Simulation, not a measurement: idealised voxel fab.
Presented below is a process module, voxel capacitor over wiring.
We display cut, a cross-section 275 nm in width whose square cells are each 5 nm.
How to read a cross-section here: the picture is a grid of square cells, written as bands going from the top down, and any band can span one or more rows of cells. Quick guide to a band line: top height, bottom height (nm) up front; then every material left to right with its width in nm. Only one material and it's marked "all across"? Then it fills the band edge to edge. And "blank" just means empty space. A quick word on heights: they are counted from 0, and under that level the wafer as it came to us is one material throughout. The lowest band is different from the rest in having no bottom; it simply continues downward, written as in "top 0, no bottom". The width entry "30 to 40" should be interpreted row by row: the top row of cells in the band takes the first number, the bottom row takes the second number, and the change between adjacent rows is uniform throughout. Where a step carries "no modification", the cross-section came out of it unchanged, cell for cell. Closed-off voids of 8+ cells (no open route to the top) go in "Enclosed cavities", written width x height at distance from the left edge, in nm. Past the settings on a step's line: simulator remark, on that step. For masked steps, "overlay nm" on the step line gives how far right of plan the mask actually lay; a minus sign means it lay to the left.
Planned process steps
1. RECEIVE: material Si
2. CONFORMAL_DEP: material SiO2, thk nm 15
3. CONFORMAL_DEP: material SiN, thk nm 5
4. DIRECTIONAL_DEP: material SiO2, thk nm 20
5. MASKED_ETCH: tone open, mask id METAL_1, width nm 20, pitch nm 70, etch materials SiO2, depth nm 20, overlay nm 0
6. MASKED_ETCH: tone open, mask id METAL_1, width nm 20, pitch nm 70, etch materials SiN, depth nm 5, overlay nm 0
7. CONFORMAL_DEP: material TiN, thk nm 5
8. FILL_DEP: material W, thk nm 5
9. CMP: height nm 40
10. CONFORMAL_DEP: material SiCN, thk nm 5
11. DIRECTIONAL_DEP: material lowk, thk nm 10
12. PATTERN: tone open, mask id PLUG_1, material resist, width nm 15, thk nm 15, overlay nm 0
13. DIRECTIONAL_ETCH: etch materials lowk, depth nm 10
14. DIRECTIONAL_ETCH: etch materials SiCN, depth nm 5
15. STRIP: etch materials resist
16. CONFORMAL_DEP: material TiN, thk nm 5
17. FILL_DEP: material Cu, thk nm 10
18. CMP: height nm 55
19. DIRECTIONAL_DEP: material TiN, thk nm 10
20. DIRECTIONAL_DEP: material SiN, thk nm 5
21. DIRECTIONAL_DEP: material TiN, thk nm 10
22. MASKED_ETCH: tone cover, mask id UPPER_PLATE, width nm 55, etch materials TiN, depth nm 10, overlay nm 0
23. MASKED_ETCH: tone cover, mask id UPPER_PLATE, width nm 55, etch materials SiN, depth nm 5, overlay nm 0
24. MASKED_ETCH: tone cover, mask id LOWER_PLATE, width nm 65, etch materials TiN, depth nm 10, overlay nm 0
25. FILL_DEP: material SiO2, thk nm 15
26. CMP: height nm 90
27. MASKED_ETCH: tone open, mask id PLUG_2, width nm 15, etch materials SiO2, depth nm 10, overlay nm 0
28. CONFORMAL_DEP: material TiN, thk nm 5
29. FILL_DEP: material W, thk nm 10
30. CMP: height nm 90
31. CONFORMAL_DEP: material SiN, thk nm 5
The first of two wafers, run as planned
This is the cross-section of the wafer as we received it, i.e. after step 1
> top 0, no bottom | Si all across
> Enclosed cavities: none
The following cross-section depicts the wafer upon completion of step 2
> top 15, bottom 0 | SiO2 all across
> Below 0, no change.
The following cross-section depicts the wafer upon completion of step 3
> top 20, bottom 15 | SiN all across
> Below 15, no change.
The following cross-section depicts the wafer upon completion of step 4
> top 40, bottom 20 | SiO2 all across
> Below 20, no change.
The following cross-section depicts the wafer upon completion of step 5
> top 40, bottom 20 | SiO2 90 nm, blank 20 nm, SiO2 50 nm, blank 20 nm, SiO2 95 nm
> Below 20, no change.
The following cross-section depicts the wafer upon completion of step 6
> top 40, bottom 20 | SiO2 90 nm, blank 20 nm, SiO2 50 nm, blank 20 nm, SiO2 95 nm
> top 20, bottom 15 | SiN 90 nm, blank 20 nm, SiN 50 nm, blank 20 nm, SiN 95 nm
> Below 15, no change.
The following cross-section depicts the wafer upon completion of step 7
> top 45, bottom 40 | TiN 95 nm, blank 10 nm, TiN 60 nm, blank 10 nm, TiN 100 nm
> top 40, bottom 20 | SiO2 90 nm, TiN 5 nm, blank 10 nm, TiN 5 nm, SiO2 50 nm, TiN 5 nm, blank 10 nm, TiN 5 nm, SiO2 95 nm
> top 20, bottom 15 | SiN 90 nm, TiN 20 nm, SiN 50 nm, TiN 20 nm, SiN 95 nm
> Below 15, no change.
The following cross-section depicts the wafer upon completion of step 8
> top 50, bottom 45 | W all across
> top 45, bottom 40 | TiN 95 nm, W 10 nm, TiN 60 nm, W 10 nm, TiN 100 nm
> top 40, bottom 20 | SiO2 90 nm, TiN 5 nm, W 10 nm, TiN 5 nm, SiO2 50 nm, TiN 5 nm, W 10 nm, TiN 5 nm, SiO2 95 nm
> Below 20, no change.
The following cross-section depicts the wafer upon completion of step 9
> top 40, bottom 20 | SiO2 90 nm, TiN 5 nm, W 10 nm, TiN 5 nm, SiO2 50 nm, TiN 5 nm, W 10 nm, TiN 5 nm, SiO2 95 nm
> Below 20, no change.
The following cross-section depicts the wafer upon completion of step 10
> top 45, bottom 40 | SiCN all across
> Below 40, no change.
The following cross-section depicts the wafer upon completion of step 11
> top 55, bottom 45 | lowk all across
> Below 45, no change.
The following cross-section depicts the wafer upon completion of step 12
> top 70, bottom 55 | resist 95 nm, blank 15 nm, resist 165 nm
> Below 55, no change.
The following cross-section depicts the wafer upon completion of step 13
> top 70, bottom 55 | resist 95 nm, blank 15 nm, resist 165 nm
> top 55, bottom 45 | lowk 95 nm, blank 15 nm, lowk 165 nm
> Below 45, no change.
The following cross-section depicts the wafer upon completion of step 14
> top 70, bottom 55 | resist 95 nm, blank 15 nm, resist 165 nm
> top 55, bottom 45 | lowk 95 nm, blank 15 nm, lowk 165 nm
> top 45, bottom 40 | SiCN 95 nm, blank 15 nm, SiCN 165 nm
> Below 40, no change.
The following cross-section depicts the wafer upon completion of step 15
> top 55, bottom 45 | lowk 95 nm, blank 15 nm, lowk 165 nm
> Below 45, no change.
The following cross-section depicts the wafer upon completion of step 16
> top 60, bottom 55 | TiN 100 nm, blank 5 nm, TiN 170 nm
> top 55, bottom 45 | lowk 95 nm, TiN 5 nm, blank 5 nm, TiN 5 nm, lowk 165 nm
> top 45, bottom 40 | SiCN 95 nm, TiN 15 nm, SiCN 165 nm
> Below 40, no change.
The following cross-section depicts the wafer upon completion of step 17
> top 70, bottom 60 | Cu all across
> top 60, bottom 55 | TiN 100 nm, Cu 5 nm, TiN 170 nm
> top 55, bottom 45 | lowk 95 nm, TiN 5 nm, Cu 5 nm, TiN 5 nm, lowk 165 nm
> Below 45, no change.
The following cross-section depicts the wafer upon completion of step 18
> top 55, bottom 45 | lowk 95 nm, TiN 5 nm, Cu 5 nm, TiN 5 nm, lowk 165 nm
> Below 45, no change.
The following cross-section depicts the wafer upon completion of step 19
> top 65, bottom 55 | TiN all across
> Below 55, no change.
The following cross-section depicts the wafer upon completion of step 20
> top 70, bottom 65 | SiN all across
> Below 65, no change.
The following cross-section depicts the wafer upon completion of step 21
> top 80, bottom 70 | TiN all across
> Below 70, no change.
The following cross-section depicts the wafer upon completion of step 22
> top 80, bottom 70 | blank 95 nm, TiN 55 nm, blank 125 nm
> Below 70, no change.
The following cross-section depicts the wafer upon completion of step 23
> top 80, bottom 70 | blank 95 nm, TiN 55 nm, blank 125 nm
> top 70, bottom 65 | blank 95 nm, SiN 55 nm, blank 125 nm
> Below 65, no change.
The following cross-section depicts the wafer upon completion of step 24
> top 80, bottom 70 | blank 95 nm, TiN 55 nm, blank 125 nm
> top 70, bottom 65 | blank 95 nm, SiN 55 nm, blank 125 nm
> top 65, bottom 55 | blank 90 nm, TiN 65 nm, blank 120 nm
> Below 55, no change.
The following cross-section depicts the wafer upon completion of step 25
> top 95, bottom 80 | SiO2 all across
> top 80, bottom 70 | SiO2 95 nm, TiN 55 nm, SiO2 125 nm
> top 70, bottom 65 | SiO2 95 nm, SiN 55 nm, SiO2 125 nm
> top 65, bottom 55 | SiO2 90 nm, TiN 65 nm, SiO2 120 nm
> Below 55, no change.
The following cross-section depicts the wafer upon completion of step 26
> top 90, bottom 80 | SiO2 all across
> Below 80, no change.
The following cross-section depicts the wafer upon completion of step 27
> top 90, bottom 80 | SiO2 105 nm, blank 15 nm, SiO2 155 nm
> Below 80, no change.
The following cross-section depicts the wafer upon completion of step 28
> top 95, bottom 90 | TiN 110 nm, blank 5 nm, TiN 160 nm
> top 90, bottom 85 | SiO2 105 nm, TiN 5 nm, blank 5 nm, TiN 5 nm, SiO2 155 nm
> top 85, bottom 80 | SiO2 105 nm, TiN 15 nm, SiO2 155 nm
> Below 80, no change.
The following cross-section depicts the wafer upon completion of step 29
> top 105, bottom 95 | W all across
> top 95, bottom 90 | TiN 110 nm, W 5 nm, TiN 160 nm
> top 90, bottom 85 | SiO2 105 nm, TiN 5 nm, W 5 nm, TiN 5 nm, SiO2 155 nm
> Below 85, no change.
The following cross-section depicts the wafer upon completion of step 30
> top 90, bottom 85 | SiO2 105 nm, TiN 5 nm, W 5 nm, TiN 5 nm, SiO2 155 nm
> Below 85, no change.
The following cross-section depicts the wafer upon completion of step 31
> top 95, bottom 90 | SiN all across
> Below 90, no change.
The Second Wafer: Common Origin and Plan, One Mistake in Execution, Identical to the First Through Step 7
Cross-section of the second wafer when, according to plan, step 8 should have finished
> top 50, bottom 45 | SiO2 all across
> top 45, bottom 40 | TiN 95 nm, SiO2 10 nm, TiN 60 nm, SiO2 10 nm, TiN 100 nm
> top 40, bottom 20 | SiO2 90 nm, TiN 5 nm, SiO2 10 nm, TiN 5 nm, SiO2 50 nm, TiN 5 nm, SiO2 10 nm, TiN 5 nm, SiO2 95 nm
> Below 20, no change.
Cross-section of the second wafer when, according to plan, step 9 should have finished
> top 40, bottom 20 | SiO2 90 nm, TiN 5 nm, SiO2 10 nm, TiN 5 nm, SiO2 50 nm, TiN 5 nm, SiO2 10 nm, TiN 5 nm, SiO2 95 nm
> Below 20, no change.
Cross-section of the second wafer when, according to plan, step 10 should have finished
> top 45, bottom 40 | SiCN all across
> Below 40, no change.
Cross-section of the second wafer when, according to plan, step 11 should have finished
> top 55, bottom 45 | lowk all across
> Below 45, no change.
Cross-section of the second wafer when, according to plan, step 12 should have finished
> top 70, bottom 55 | resist 95 nm, blank 15 nm, resist 165 nm
> Below 55, no change.
Cross-section of the second wafer when, according to plan, step 13 should have finished
> top 70, bottom 55 | resist 95 nm, blank 15 nm, resist 165 nm
> top 55, bottom 45 | lowk 95 nm, blank 15 nm, lowk 165 nm
> Below 45, no change.
Cross-section of the second wafer when, according to plan, step 14 should have finished
> top 70, bottom 55 | resist 95 nm, blank 15 nm, resist 165 nm
> top 55, bottom 45 | lowk 95 nm, blank 15 nm, lowk 165 nm
> top 45, bottom 40 | SiCN 95 nm, blank 15 nm, SiCN 165 nm
> Below 40, no change.
Cross-section of the second wafer when, according to plan, step 15 should have finished
> top 55, bottom 45 | lowk 95 nm, blank 15 nm, lowk 165 nm
> Below 45, no change.
Cross-section of the second wafer when, according to plan, step 16 should have finished
> top 60, bottom 55 | TiN 100 nm, blank 5 nm, TiN 170 nm
> top 55, bottom 45 | lowk 95 nm, TiN 5 nm, blank 5 nm, TiN 5 nm, lowk 165 nm
> top 45, bottom 40 | SiCN 95 nm, TiN 15 nm, SiCN 165 nm
> Below 40, no change.
Cross-section of the second wafer when, according to plan, step 17 should have finished
> top 70, bottom 60 | Cu all across
> top 60, bottom 55 | TiN 100 nm, Cu 5 nm, TiN 170 nm
> top 55, bottom 45 | lowk 95 nm, TiN 5 nm, Cu 5 nm, TiN 5 nm, lowk 165 nm
> Below 45, no change.
Cross-section of the second wafer when, according to plan, step 18 should have finished
> top 55, bottom 45 | lowk 95 nm, TiN 5 nm, Cu 5 nm, TiN 5 nm, lowk 165 nm
> Below 45, no change.
Cross-section of the second wafer when, according to plan, step 19 should have finished
> top 65, bottom 55 | TiN all across
> Below 55, no change.
Cross-section of the second wafer when, according to plan, step 20 should have finished
> top 70, bottom 65 | SiN all across
> Below 65, no change.
Cross-section of the second wafer when, according to plan, step 21 should have finished
> top 80, bottom 70 | TiN all across
> Below 70, no change.
Cross-section of the second wafer when, according to plan, step 22 should have finished
> top 80, bottom 70 | blank 95 nm, TiN 55 nm, blank 125 nm
> Below 70, no change.
Cross-section of the second wafer when, according to plan, step 23 should have finished
> top 80, bottom 70 | blank 95 nm, TiN 55 nm, blank 125 nm
> top 70, bottom 65 | blank 95 nm, SiN 55 nm, blank 125 nm
> Below 65, no change.
Cross-section of the second wafer when, according to plan, step 24 should have finished
> top 80, bottom 70 | blank 95 nm, TiN 55 nm, blank 125 nm
> top 70, bottom 65 | blank 95 nm, SiN 55 nm, blank 125 nm
> top 65, bottom 55 | blank 90 nm, TiN 65 nm, blank 120 nm
> Below 55, no change.
Cross-section of the second wafer when, according to plan, step 25 should have finished
> top 95, bottom 80 | SiO2 all across
> top 80, bottom 70 | SiO2 95 nm, TiN 55 nm, SiO2 125 nm
> top 70, bottom 65 | SiO2 95 nm, SiN 55 nm, SiO2 125 nm
> top 65, bottom 55 | SiO2 90 nm, TiN 65 nm, SiO2 120 nm
> Below 55, no change.
Cross-section of the second wafer when, according to plan, step 26 should have finished
> top 90, bottom 80 | SiO2 all across
> Below 80, no change.
Cross-section of the second wafer when, according to plan, step 27 should have finished
> top 90, bottom 80 | SiO2 105 nm, blank 15 nm, SiO2 155 nm
> Below 80, no change.
Cross-section of the second wafer when, according to plan, step 28 should have finished
> top 95, bottom 90 | TiN 110 nm, blank 5 nm, TiN 160 nm
> top 90, bottom 85 | SiO2 105 nm, TiN 5 nm, blank 5 nm, TiN 5 nm, SiO2 155 nm
> top 85, bottom 80 | SiO2 105 nm, TiN 15 nm, SiO2 155 nm
> Below 80, no change.
Cross-section of the second wafer when, according to plan, step 29 should have finished
> top 105, bottom 95 | W all across
> top 95, bottom 90 | TiN 110 nm, W 5 nm, TiN 160 nm
> top 90, bottom 85 | SiO2 105 nm, TiN 5 nm, W 5 nm, TiN 5 nm, SiO2 155 nm
> Below 85, no change.
Cross-section of the second wafer when, according to plan, step 30 should have finished
> top 90, bottom 85 | SiO2 105 nm, TiN 5 nm, W 5 nm, TiN 5 nm, SiO2 155 nm
> Below 85, no change.
Cross-section of the second wafer when, according to plan, step 31 should have finished
> top 95, bottom 90 | SiN all across
> Below 90, no change.
Diagnosis: contrary to plan, step 8 was performed as FILL_DEP: material SiO2, thk nm 5
Final comparison by cell count, materials where the second wafer has more or fewer than the first: SiO2: 16 more | W: 16 fewer
